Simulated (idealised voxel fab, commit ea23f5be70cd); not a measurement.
Name of the process module below: voxel quadruple lines
Square cells of 5 nm make up the cross-section cut, whose width is 205 nm.
We lay out every cross-section as a grid of square cells and spell it out in bands from the top down, where one band means one or more rows of cells. This entry defines a band. It first specifies the height of the band's top and the height of its bottom in nm, and then specifies the band's materials from left to right, stating each material with its width in nm. The word "all across" identifies a single material that fills the band from edge to edge, while the word "air" identifies empty space. The level at which height equals 0 is the one under which the wafer, as it arrives, is entirely one material. No lower edge exists for the bottom band, which continues downward and is notated as in "top 0, no bottom". Width spec "30 to 40" -> top row of cells at first value, bottom row at second value, equal per-row change in between. Where the words "nothing changed" appear for a step, the cross-section shows no cell changed by that step; every cell remained as before. The entry "Trapped cavities" lists the empty spaces that cover at least 8 cells and have no open path to the top. Each is written as width x height at distance, where the distance is measured from the left edge and all three values are in nm. On each step's line, the part that comes after the settings is the simulator's own comment on the step. When a step includes a mask, the "overlay nm" setting on its line states how far to the right of its planned place that mask lay, and negative values state how far to the left.
LIST OF PLANNED PROCESS STEPS
1) RECEIVE with material Si
2) CONFORMAL_DEP with material Al2O3, thk nm 5
3) DIRECTIONAL_DEP with material W, thk nm 10
4) DIRECTIONAL_DEP with material polySi, thk nm 20
5) DIRECTIONAL_DEP with material aC, thk nm 20
6) PATTERN with tone cover, mask id MANDREL, material resist, width nm 25, thk nm 30, overlay nm 0
7) DIRECTIONAL_ETCH with etch materials aC, depth nm 20
8) STRIP with etch materials resist
9) CONFORMAL_DEP with material SiO2, thk nm 15
10) DIRECTIONAL_ETCH with etch materials SiO2, depth nm 15
11) STRIP with etch materials aC
12) DIRECTIONAL_ETCH with etch materials polySi, depth nm 20
13) STRIP with etch materials SiO2
14) CONFORMAL_DEP with material SiN, thk nm 5
15) DIRECTIONAL_ETCH with etch materials SiN, depth nm 5
16) STRIP with etch materials polySi
17) DIRECTIONAL_ETCH with etch materials W, depth nm 10
18) STRIP with etch materials SiN
CROSS-SECTION OF THE WAFER UPON ARRIVAL, REPRESENTING THE STATE REACHED AFTER STEP 1
  top 0, no bottom | Si all across
  Trapped cavities: none
RESULT OF THE MODULE, CROSS-SECTIONED: START PER ABOVE, PLAN PER ABOVE, ONE ERROR IN HOW IT WAS RUN
  top 10, bottom 0 | air 70 nm, then W 5 nm, then air 15 nm, then W 5 nm, then air 15 nm, then W 5 nm, then air 15 nm, then W 5 nm, then air 70 nm
  top 0, no bottom | Si all across
  Trapped cavities: none
Plan not followed: the run left out plan step 2 entirely, so it was never executed
